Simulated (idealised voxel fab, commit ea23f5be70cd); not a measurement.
The following process module bears the name voxel wiring stack.
cross-section cut | 245 nm wide | cells 5 nm
A cross-section in this document is a grid of square cells, and it is written down as bands, the top band listed before the ones below it; a band is made up of one or more rows of cells. This entry defines a band. It first specifies the height of the band's top and the height of its bottom in nm, and then specifies the band's materials from left to right, stating each material with its width in nm. The word "everywhere" identifies a single material that fills the band from edge to edge, while the word "air" identifies empty space. Zero point of the height axis is 0; under it, received wafer = one material. Lowest band: continues down indefinitely, "0 and below". Per-row width for "30 to 40": begins at first number (top row of band), ends at second number (bottom row), increment between rows held constant. The cross-section has no changed cell in any step marked "same as before". Listed in "Closed voids list": every empty space of 8 or more cells without an open way to the top. Form: width x height at distance, the distance being from the left edge, all in nm. If you see something after the settings on a step's line, that's the simulator's own remark about that step. Among the settings permitted on a step's line is "overlay nm"; applied to a step with a mask, it specifies the extent to which the mask lay to the right of its planned position, whereas a negative figure signifies a position to the left.

-- These are the steps we planned for the process
1. op RECEIVE | material Si
2. op CONFORMAL_DEP | material SiO2 | thk nm 15
3. op DIRECTIONAL_DEP | material TiN | thk nm 5
4. op DIRECTIONAL_DEP | material Ru | thk nm 15
5. op DIRECTIONAL_DEP | material aC | thk nm 15
6. op PATTERN | tone cover | mask id METAL_1 | material resist | width nm 30 | pitch nm 50 | thk nm 30 | overlay nm 0
7. op DIRECTIONAL_ETCH | etch materials aC | depth nm 15
8. op STRIP | etch materials resist
9. op DIRECTIONAL_ETCH | etch materials Ru | depth nm 15
10. op DIRECTIONAL_ETCH | etch materials TiN | depth nm 5
11. op STRIP | etch materials aC
12. op FILL_DEP | material SiO2 | thk nm 5
13. op CMP | height nm 35
14. op CONFORMAL_DEP | material SiCN | thk nm 5
15. op DIRECTIONAL_DEP | material lowk | thk nm 30
16. op PATTERN | tone open | mask id METAL_2 | material resist | width nm 30 | pitch nm 50 | thk nm 15 | overlay nm 0
17. op DIRECTIONAL_ETCH | etch materials lowk | depth nm 15
18. op STRIP | etch materials resist
19. op PATTERN | tone open | mask id METAL_2_HOLES | material resist | width nm 15 | pitch nm 50 | thk nm 15 | overlay nm 0
20. op DIRECTIONAL_ETCH | etch materials lowk | depth nm 15
21. op DIRECTIONAL_ETCH | etch materials SiCN | depth nm 5
22. op STRIP | etch materials resist
23. op CONFORMAL_DEP | material TiN | thk nm 5
24. op FILL_DEP | material Cu | thk nm 10
25. op CMP | height nm 70
26. op CONFORMAL_DEP | material SiCN | thk nm 5
27. op DIRECTIONAL_DEP | material lowk | thk nm 30
28. op PATTERN | tone open | mask id METAL_3 | material resist | width nm 30 | pitch nm 50 | thk nm 20 | overlay nm 0
29. op DIRECTIONAL_ETCH | etch materials lowk | depth nm 15
30. op STRIP | etch materials resist
31. op PATTERN | tone open | mask id METAL_3_HOLES | material resist | width nm 15 | thk nm 15 | overlay nm 0
32. op DIRECTIONAL_ETCH | etch materials lowk | depth nm 15
33. op DIRECTIONAL_ETCH | etch materials SiCN | depth nm 5
34. op STRIP | etch materials resist
35. op CONFORMAL_DEP | material TiN | thk nm 5
36. op FILL_DEP | material Cu | thk nm 10
37. op CMP | height nm 105
38. op CONFORMAL_DEP | material SiN | thk nm 5

-- First of two wafers - as planned

-- So this is the incoming wafer in cross-section - it's already been through step 1
  0 and below  Si everywhere
  Closed voids list: none

-- Once step 2 is through, the wafer looks like this in cross-section
  15 down to 0  SiO2 everywhere
  Everything below 0 is unchanged.

-- Once step 3 is through, the wafer looks like this in cross-section
  20 down to 15  TiN everywhere
  Everything below 15 is unchanged.

-- Once step 4 is through, the wafer looks like this in cross-section
  35 down to 20  Ru everywhere
  Everything below 20 is unchanged.

-- Once step 5 is through, the wafer looks like this in cross-section
  50 down to 35  aC everywhere
  Everything below 35 is unchanged.

-- Once step 6 is through, the wafer looks like this in cross-section
  80 down to 50  air (80) | resist (30) | air (20) | resist (30) | air (85)
  Everything below 50 is unchanged.

-- Once step 7 is through, the wafer looks like this in cross-section
  65 down to 50  air (80) | resist (30) | air (20) | resist (30) | air (85)
  50 down to 35  air (80) | aC (30) | air (20) | aC (30) | air (85)
  Everything below 35 is unchanged.

-- Once step 8 is through, the wafer looks like this in cross-section
  50 down to 35  air (80) | aC (30) | air (20) | aC (30) | air (85)
  Everything below 35 is unchanged.

-- Once step 9 is through, the wafer looks like this in cross-section
  50 down to 35  air (80) | aC (30) | air (20) | aC (30) | air (85)
  35 down to 20  air (80) | Ru (30) | air (20) | Ru (30) | air (85)
  Everything below 20 is unchanged.

-- Once step 10 is through, the wafer looks like this in cross-section
  50 down to 35  air (80) | aC (30) | air (20) | aC (30) | air (85)
  35 down to 20  air (80) | Ru (30) | air (20) | Ru (30) | air (85)
  20 down to 15  air (80) | TiN (30) | air (20) | TiN (30) | air (85)
  Everything below 15 is unchanged.

-- Once step 11 is through, the wafer looks like this in cross-section
  35 down to 20  air (80) | Ru (30) | air (20) | Ru (30) | air (85)
  Everything below 20 is unchanged.

-- Once step 12 is through, the wafer looks like this in cross-section
  40 down to 35  SiO2 everywhere
  35 down to 20  SiO2 (80) | Ru (30) | SiO2 (20) | Ru (30) | SiO2 (85)
  20 down to 15  SiO2 (80) | TiN (30) | SiO2 (20) | TiN (30) | SiO2 (85)
  Everything below 15 is unchanged.

-- Once step 13 is through, the wafer looks like this in cross-section
  35 down to 20  SiO2 (80) | Ru (30) | SiO2 (20) | Ru (30) | SiO2 (85)
  Everything below 20 is unchanged.

-- Once step 14 is through, the wafer looks like this in cross-section
  40 down to 35  SiCN everywhere
  Everything below 35 is unchanged.

-- Once step 15 is through, the wafer looks like this in cross-section
  70 down to 40  lowk everywhere
  Everything below 40 is unchanged.

-- Once step 16 is through, the wafer looks like this in cross-section
  85 down to 70  resist (80) | air (30) | resist (20) | air (30) | resist (85)
  Everything below 70 is unchanged.

-- Once step 17 is through, the wafer looks like this in cross-section
  85 down to 70  resist (80) | air (30) | resist (20) | air (30) | resist (85)
  70 down to 55  lowk (80) | air (30) | lowk (20) | air (30) | lowk (85)
  Everything below 55 is unchanged.

-- Once step 18 is through, the wafer looks like this in cross-section
  70 down to 55  lowk (80) | air (30) | lowk (20) | air (30) | lowk (85)
  Everything below 55 is unchanged.

-- Once step 19 is through, the wafer looks like this in cross-section
  85 down to 70  resist (80) | air (15) | resist (35) | air (15) | resist (100)
  70 down to 55  lowk (80) | air (15) | resist (15) | lowk (20) | air (15) | resist (15) | lowk (85)
  Everything below 55 is unchanged.

-- Once step 20 is through, the wafer looks like this in cross-section
  85 down to 70  resist (80) | air (15) | resist (35) | air (15) | resist (100)
  70 down to 55  lowk (80) | air (15) | resist (15) | lowk (20) | air (15) | resist (15) | lowk (85)
  55 down to 40  lowk (80) | air (15) | lowk (35) | air (15) | lowk (100)
  Everything below 40 is unchanged.

-- Once step 21 is through, the wafer looks like this in cross-section
  85 down to 70  resist (80) | air (15) | resist (35) | air (15) | resist (100)
  70 down to 55  lowk (80) | air (15) | resist (15) | lowk (20) | air (15) | resist (15) | lowk (85)
  55 down to 40  lowk (80) | air (15) | lowk (35) | air (15) | lowk (100)
  40 down to 35  SiCN (80) | air (15) | SiCN (35) | air (15) | SiCN (100)
  Everything below 35 is unchanged.

-- Once step 22 is through, the wafer looks like this in cross-section
  70 down to 55  lowk (80) | air (30) | lowk (20) | air (30) | lowk (85)
  Everything below 55 is unchanged.

-- Once step 23 is through, the wafer looks like this in cross-section
  75 down to 70  TiN (85) | air (20) | TiN (30) | air (20) | TiN (90)
  70 down to 60  lowk (80) | TiN (5) | air (20) | TiN (5) | lowk (20) | TiN (5) | air (20) | TiN (5) | lowk (85)
  60 down to 55  lowk (80) | TiN (5) | air (5) | TiN (20) | lowk (20) | TiN (5) | air (5) | TiN (20) | lowk (85)
  55 down to 40  lowk (80) | TiN (5) | air (5) | TiN (5) | lowk (35) | TiN (5) | air (5) | TiN (5) | lowk (100)
  40 down to 35  SiCN (80) | TiN (15) | SiCN (35) | TiN (15) | SiCN (100)
  Everything below 35 is unchanged.

-- Once step 24 is through, the wafer looks like this in cross-section
  85 down to 75  Cu everywhere
  75 down to 70  TiN (85) | Cu (20) | TiN (30) | Cu (20) | TiN (90)
  70 down to 60  lowk (80) | TiN (5) | Cu (20) | TiN (5) | lowk (20) | TiN (5) | Cu (20) | TiN (5) | lowk (85)
  60 down to 55  lowk (80) | TiN (5) | Cu (5) | TiN (20) | lowk (20) | TiN (5) | Cu (5) | TiN (20) | lowk (85)
  55 down to 40  lowk (80) | TiN (5) | Cu (5) | TiN (5) | lowk (35) | TiN (5) | Cu (5) | TiN (5) | lowk (100)
  Everything below 40 is unchanged.

-- Once step 25 is through, the wafer looks like this in cross-section
  70 down to 60  lowk (80) | TiN (5) | Cu (20) | TiN (5) | lowk (20) | TiN (5) | Cu (20) | TiN (5) | lowk (85)
  Everything below 60 is unchanged.

-- Once step 26 is through, the wafer looks like this in cross-section
  75 down to 70  SiCN everywhere
  Everything below 70 is unchanged.

-- Once step 27 is through, the wafer looks like this in cross-section
  105 down to 75  lowk everywhere
  Everything below 75 is unchanged.

-- Once step 28 is through, the wafer looks like this in cross-section
  125 down to 105  resist (80) | air (30) | resist (20) | air (30) | resist (85)
  Everything below 105 is unchanged.

-- Once step 29 is through, the wafer looks like this in cross-section
  125 down to 105  resist (80) | air (30) | resist (20) | air (30) | resist (85)
  105 down to 90  lowk (80) | air (30) | lowk (20) | air (30) | lowk (85)
  Everything below 90 is unchanged.

-- Once step 30 is through, the wafer looks like this in cross-section
  105 down to 90  lowk (80) | air (30) | lowk (20) | air (30) | lowk (85)
  Everything below 90 is unchanged.

-- Once step 31 is through, the wafer looks like this in cross-section
  120 down to 105  resist (80) | air (15) | resist (150)
  105 down to 90  lowk (80) | air (15) | resist (15) | lowk (20) | resist (30) | lowk (85)
  Everything below 90 is unchanged.

-- Once step 32 is through, the wafer looks like this in cross-section
  120 down to 105  resist (80) | air (15) | resist (150)
  105 down to 90  lowk (80) | air (15) | resist (15) | lowk (20) | resist (30) | lowk (85)
  90 down to 75  lowk (80) | air (15) | lowk (150)
  Everything below 75 is unchanged.

-- Once step 33 is through, the wafer looks like this in cross-section
  120 down to 105  resist (80) | air (15) | resist (150)
  105 down to 90  lowk (80) | air (15) | resist (15) | lowk (20) | resist (30) | lowk (85)
  90 down to 75  lowk (80) | air (15) | lowk (150)
  75 down to 70  SiCN (80) | air (15) | SiCN (150)
  Everything below 70 is unchanged.

-- Once step 34 is through, the wafer looks like this in cross-section
  105 down to 90  lowk (80) | air (30) | lowk (20) | air (30) | lowk (85)
  Everything below 90 is unchanged.

-- Once step 35 is through, the wafer looks like this in cross-section
  110 down to 105  TiN (85) | air (20) | TiN (30) | air (20) | TiN (90)
  105 down to 95  lowk (80) | TiN (5) | air (20) | TiN (5) | lowk (20) | TiN (5) | air (20) | TiN (5) | lowk (85)
  95 down to 90  lowk (80) | TiN (5) | air (5) | TiN (20) | lowk (20) | TiN (30) | lowk (85)
  90 down to 75  lowk (80) | TiN (5) | air (5) | TiN (5) | lowk (150)
  75 down to 70  SiCN (80) | TiN (15) | SiCN (150)
  Everything below 70 is unchanged.

-- Once step 36 is through, the wafer looks like this in cross-section
  120 down to 110  Cu everywhere
  110 down to 105  TiN (85) | Cu (20) | TiN (30) | Cu (20) | TiN (90)
  105 down to 95  lowk (80) | TiN (5) | Cu (20) | TiN (5) | lowk (20) | TiN (5) | Cu (20) | TiN (5) | lowk (85)
  95 down to 90  lowk (80) | TiN (5) | Cu (5) | TiN (20) | lowk (20) | TiN (30) | lowk (85)
  90 down to 75  lowk (80) | TiN (5) | Cu (5) | TiN (5) | lowk (150)
  Everything below 75 is unchanged.

-- Once step 37 is through, the wafer looks like this in cross-section
  105 down to 95  lowk (80) | TiN (5) | Cu (20) | TiN (5) | lowk (20) | TiN (5) | Cu (20) | TiN (5) | lowk (85)
  Everything below 95 is unchanged.

-- Once step 38 is through, the wafer looks like this in cross-section
  110 down to 105  SiN everywhere
  Everything below 105 is unchanged.

-- Okay, second wafer. Nothing different at the start, nothing different in the plan, just one mistake somewhere in the running. As far as step 11, counting that step, it's the first wafer all over again

-- Cross-sectional representation of the second wafer at the time designated in the plan for the completion of step 12
  40 down to 35  TiN everywhere
  35 down to 20  TiN (80) | Ru (30) | TiN (20) | Ru (30) | TiN (85)
  20 down to 15  TiN everywhere
  Everything below 15 is unchanged.

-- Cross-sectional representation of the second wafer at the time designated in the plan for the completion of step 13
  35 down to 20  TiN (80) | Ru (30) | TiN (20) | Ru (30) | TiN (85)
  Everything below 20 is unchanged.

-- Cross-sectional representation of the second wafer at the time designated in the plan for the completion of step 14
  40 down to 35  SiCN everywhere
  Everything below 35 is unchanged.

-- Cross-sectional representation of the second wafer at the time designated in the plan for the completion of step 15
  70 down to 40  lowk everywhere
  Everything below 40 is unchanged.

-- Cross-sectional representation of the second wafer at the time designated in the plan for the completion of step 16
  85 down to 70  resist (80) | air (30) | resist (20) | air (30) | resist (85)
  Everything below 70 is unchanged.

-- Cross-sectional representation of the second wafer at the time designated in the plan for the completion of step 17
  85 down to 70  resist (80) | air (30) | resist (20) | air (30) | resist (85)
  70 down to 55  lowk (80) | air (30) | lowk (20) | air (30) | lowk (85)
  Everything below 55 is unchanged.

-- Cross-sectional representation of the second wafer at the time designated in the plan for the completion of step 18
  70 down to 55  lowk (80) | air (30) | lowk (20) | air (30) | lowk (85)
  Everything below 55 is unchanged.

-- Cross-sectional representation of the second wafer at the time designated in the plan for the completion of step 19
  85 down to 70  resist (80) | air (15) | resist (35) | air (15) | resist (100)
  70 down to 55  lowk (80) | air (15) | resist (15) | lowk (20) | air (15) | resist (15) | lowk (85)
  Everything below 55 is unchanged.

-- Cross-sectional representation of the second wafer at the time designated in the plan for the completion of step 20
  85 down to 70  resist (80) | air (15) | resist (35) | air (15) | resist (100)
  70 down to 55  lowk (80) | air (15) | resist (15) | lowk (20) | air (15) | resist (15) | lowk (85)
  55 down to 40  lowk (80) | air (15) | lowk (35) | air (15) | lowk (100)
  Everything below 40 is unchanged.

-- Cross-sectional representation of the second wafer at the time designated in the plan for the completion of step 21
  85 down to 70  resist (80) | air (15) | resist (35) | air (15) | resist (100)
  70 down to 55  lowk (80) | air (15) | resist (15) | lowk (20) | air (15) | resist (15) | lowk (85)
  55 down to 40  lowk (80) | air (15) | lowk (35) | air (15) | lowk (100)
  40 down to 35  SiCN (80) | air (15) | SiCN (35) | air (15) | SiCN (100)
  Everything below 35 is unchanged.

-- Cross-sectional representation of the second wafer at the time designated in the plan for the completion of step 22
  70 down to 55  lowk (80) | air (30) | lowk (20) | air (30) | lowk (85)
  Everything below 55 is unchanged.

-- Cross-sectional representation of the second wafer at the time designated in the plan for the completion of step 23
  75 down to 70  TiN (85) | air (20) | TiN (30) | air (20) | TiN (90)
  70 down to 60  lowk (80) | TiN (5) | air (20) | TiN (5) | lowk (20) | TiN (5) | air (20) | TiN (5) | lowk (85)
  60 down to 55  lowk (80) | TiN (5) | air (5) | TiN (20) | lowk (20) | TiN (5) | air (5) | TiN (20) | lowk (85)
  55 down to 40  lowk (80) | TiN (5) | air (5) | TiN (5) | lowk (35) | TiN (5) | air (5) | TiN (5) | lowk (100)
  40 down to 35  SiCN (80) | TiN (15) | SiCN (35) | TiN (15) | SiCN (100)
  Everything below 35 is unchanged.

-- Cross-sectional representation of the second wafer at the time designated in the plan for the completion of step 24
  85 down to 75  Cu everywhere
  75 down to 70  TiN (85) | Cu (20) | TiN (30) | Cu (20) | TiN (90)
  70 down to 60  lowk (80) | TiN (5) | Cu (20) | TiN (5) | lowk (20) | TiN (5) | Cu (20) | TiN (5) | lowk (85)
  60 down to 55  lowk (80) | TiN (5) | Cu (5) | TiN (20) | lowk (20) | TiN (5) | Cu (5) | TiN (20) | lowk (85)
  55 down to 40  lowk (80) | TiN (5) | Cu (5) | TiN (5) | lowk (35) | TiN (5) | Cu (5) | TiN (5) | lowk (100)
  Everything below 40 is unchanged.

-- Cross-sectional representation of the second wafer at the time designated in the plan for the completion of step 25
  70 down to 60  lowk (80) | TiN (5) | Cu (20) | TiN (5) | lowk (20) | TiN (5) | Cu (20) | TiN (5) | lowk (85)
  Everything below 60 is unchanged.

-- Cross-sectional representation of the second wafer at the time designated in the plan for the completion of step 26
  75 down to 70  SiCN everywhere
  Everything below 70 is unchanged.

-- Cross-sectional representation of the second wafer at the time designated in the plan for the completion of step 27
  105 down to 75  lowk everywhere
  Everything below 75 is unchanged.

-- Cross-sectional representation of the second wafer at the time designated in the plan for the completion of step 28
  125 down to 105  resist (80) | air (30) | resist (20) | air (30) | resist (85)
  Everything below 105 is unchanged.

-- Cross-sectional representation of the second wafer at the time designated in the plan for the completion of step 29
  125 down to 105  resist (80) | air (30) | resist (20) | air (30) | resist (85)
  105 down to 90  lowk (80) | air (30) | lowk (20) | air (30) | lowk (85)
  Everything below 90 is unchanged.

-- Cross-sectional representation of the second wafer at the time designated in the plan for the completion of step 30
  105 down to 90  lowk (80) | air (30) | lowk (20) | air (30) | lowk (85)
  Everything below 90 is unchanged.

-- Cross-sectional representation of the second wafer at the time designated in the plan for the completion of step 31
  120 down to 105  resist (80) | air (15) | resist (150)
  105 down to 90  lowk (80) | air (15) | resist (15) | lowk (20) | resist (30) | lowk (85)
  Everything below 90 is unchanged.

-- Cross-sectional representation of the second wafer at the time designated in the plan for the completion of step 32
  120 down to 105  resist (80) | air (15) | resist (150)
  105 down to 90  lowk (80) | air (15) | resist (15) | lowk (20) | resist (30) | lowk (85)
  90 down to 75  lowk (80) | air (15) | lowk (150)
  Everything below 75 is unchanged.

-- Cross-sectional representation of the second wafer at the time designated in the plan for the completion of step 33
  120 down to 105  resist (80) | air (15) | resist (150)
  105 down to 90  lowk (80) | air (15) | resist (15) | lowk (20) | resist (30) | lowk (85)
  90 down to 75  lowk (80) | air (15) | lowk (150)
  75 down to 70  SiCN (80) | air (15) | SiCN (150)
  Everything below 70 is unchanged.

-- Cross-sectional representation of the second wafer at the time designated in the plan for the completion of step 34
  105 down to 90  lowk (80) | air (30) | lowk (20) | air (30) | lowk (85)
  Everything below 90 is unchanged.

-- Cross-sectional representation of the second wafer at the time designated in the plan for the completion of step 35
  110 down to 105  TiN (85) | air (20) | TiN (30) | air (20) | TiN (90)
  105 down to 95  lowk (80) | TiN (5) | air (20) | TiN (5) | lowk (20) | TiN (5) | air (20) | TiN (5) | lowk (85)
  95 down to 90  lowk (80) | TiN (5) | air (5) | TiN (20) | lowk (20) | TiN (30) | lowk (85)
  90 down to 75  lowk (80) | TiN (5) | air (5) | TiN (5) | lowk (150)
  75 down to 70  SiCN (80) | TiN (15) | SiCN (150)
  Everything below 70 is unchanged.

-- Cross-sectional representation of the second wafer at the time designated in the plan for the completion of step 36
  120 down to 110  Cu everywhere
  110 down to 105  TiN (85) | Cu (20) | TiN (30) | Cu (20) | TiN (90)
  105 down to 95  lowk (80) | TiN (5) | Cu (20) | TiN (5) | lowk (20) | TiN (5) | Cu (20) | TiN (5) | lowk (85)
  95 down to 90  lowk (80) | TiN (5) | Cu (5) | TiN (20) | lowk (20) | TiN (30) | lowk (85)
  90 down to 75  lowk (80) | TiN (5) | Cu (5) | TiN (5) | lowk (150)
  Everything below 75 is unchanged.

-- Cross-sectional representation of the second wafer at the time designated in the plan for the completion of step 37
  105 down to 95  lowk (80) | TiN (5) | Cu (20) | TiN (5) | lowk (20) | TiN (5) | Cu (20) | TiN (5) | lowk (85)
  Everything below 95 is unchanged.

-- Cross-sectional representation of the second wafer at the time designated in the plan for the completion of step 38
  110 down to 105  SiN everywhere
  Everything below 105 is unchanged.
Want to know what went wrong? step 12 ran differently from the plan; actual operation with settings: op FILL_DEP | material TiN | thk nm 5
The second wafer ends with more or fewer cells of some materials than the first, per final count: SiO2: 148 fewer; TiN: 148 more
